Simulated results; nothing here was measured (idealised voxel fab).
process module | voxel released beams
cross-section cut | 155 nm wide | cells 5 nm
A cross-section is a grid of square cells, given in bands from the top down. A band is one or more rows of cells.
Each band's line starts with the height of the band's top and of its bottom, in nm. Then come its materials from left to right, each with its width in nm. One material with "throughout" fills the band from edge to edge. "air" is empty space.
Height 0 is the level under which the wafer as received is all one material. The lowest band goes on downwards, as in "0 down".
A width such as "30 to 40" changes by the same amount from each row of cells to the next, from the band's top row to its bottom row.
"no change" after a step means that no cell of the cross-section changed.
closed voids: empty space of 8 cells or more with no open way to the top, each as width x height at its distance from the left edge, in nm
after a step's settings: what the simulator itself notes on the step
overlay nm, on a step with a mask: how far to the right of its planned place the mask lay; to the left if negative
plan
1 op RECEIVE | material Si
2 op CONFORMAL_DEP | material Al2O3 | thk nm 5
3 op DIRECTIONAL_DEP | material SiO2 | thk nm 15
4 op DIRECTIONAL_DEP | material aC | thk nm 10
5 op PATTERN | tone open | mask id ANCHOR | material resist | width nm 35 | thk nm 25 | overlay nm 0
6 op DIRECTIONAL_ETCH | etch materials aC | depth nm 10
7 op STRIP | etch materials resist
8 op DIRECTIONAL_ETCH | etch materials SiO2 | depth nm 15
9 op STRIP | etch materials aC
10 op CONFORMAL_DEP | material W | thk nm 10
11 op DIRECTIONAL_DEP | material aC | thk nm 15
12 op PATTERN | tone cover | mask id BEAM | material resist | width nm 100 | thk nm 35 | overlay nm 0
13 op DIRECTIONAL_ETCH | etch materials aC | depth nm 15
14 op STRIP | etch materials resist
15 op DIRECTIONAL_ETCH | etch materials W | depth nm 10
16 op STRIP | etch materials aC
17 op STRIP | etch materials SiO2
as received, after step 1
  0 down: Si throughout
  closed voids: none
first wafer at the end, as planned
  30 to 20: air 25 | W 15 | air 15 | W 70 | air 30
  20 to 15: air 30 | W 10 | air 15 | W 10 | air 90
  15 to 5: air 30 | W 35 | air 90
  5 to 0: Al2O3 throughout
  0 down: Si throughout
  closed voids: none
second wafer at the end: like start, like plan, one mistake
  25 to 15: air 25 | W 15 | air 15 | W 70 | air 30
  15 to 10: air 30 | W 10 | air 15 | W 10 | air 90
  10 to 0: air 30 | W 35 | air 90
  0 down: Si throughout
  closed voids: none
what went wrong: step 2 was left out
at the end the second wafer has, in cells: 31 fewer of Al2O3
